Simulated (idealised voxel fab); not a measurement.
process module | voxel released beams
cross-section cut | 215 nm wide | cells 5 nm
A cross-section is a grid of square cells, given in bands from the top down. A band is one or more rows of cells.
Each band's line starts with the height of the band's top and of its bottom, in nm. Then come its materials from left to right, each with its width in nm. One material with "throughout" fills the band from edge to edge. "air" is empty space.
Height 0 is the level under which the wafer as received is all one material. The lowest band goes on downwards, as in "0 down".
A width such as "30 to 40" changes by the same amount from each row of cells to the next, from the band's top row to its bottom row.
"no change" after a step means that no cell of the cross-section changed.
closed voids: empty space of 8 cells or more with no open way to the top, each as width x height at its distance from the left edge, in nm
after a step's settings: what the simulator itself notes on the step
overlay nm, on a step with a mask: how far to the right of its planned place the mask lay; to the left if negative
plan
1 op RECEIVE | material Si
2 op CONFORMAL_DEP | material Al2O3 | thk nm 5
3 op DIRECTIONAL_DEP | material SiO2 | thk nm 15
4 op DIRECTIONAL_DEP | material aC | thk nm 15
5 op PATTERN | tone open | mask id ANCHOR | material resist | width nm 35 | thk nm 35 | overlay nm 0
6 op DIRECTIONAL_ETCH | etch materials aC | depth nm 15
7 op STRIP | etch materials resist
8 op DIRECTIONAL_ETCH | etch materials SiO2 | depth nm 15
9 op STRIP | etch materials aC
10 op CONFORMAL_DEP | material SiN | thk nm 15
11 op PATTERN | tone cover | mask id BEAM | material resist | width nm 95 | thk nm 15 | overlay nm 0
12 op DIRECTIONAL_ETCH | etch materials SiN | depth nm 15
13 op STRIP | etch materials resist
14 op STRIP | etch materials SiO2
as received, after step 1
  0 down: Si throughout
  closed voids: none
a wafer at the end: this start, this plan, one mistake
  40 to 25: air 55 | SiN 95 | air 65
  25 to 20: SiN throughout
  20 to 5: SiO2 60 | SiN 35 | SiO2 120
  5 to 0: Al2O3 throughout
  0 down: Si throughout
  closed voids: none
what went wrong: step 10 ran as: op CONFORMAL_DEP | material SiN | thk nm 20
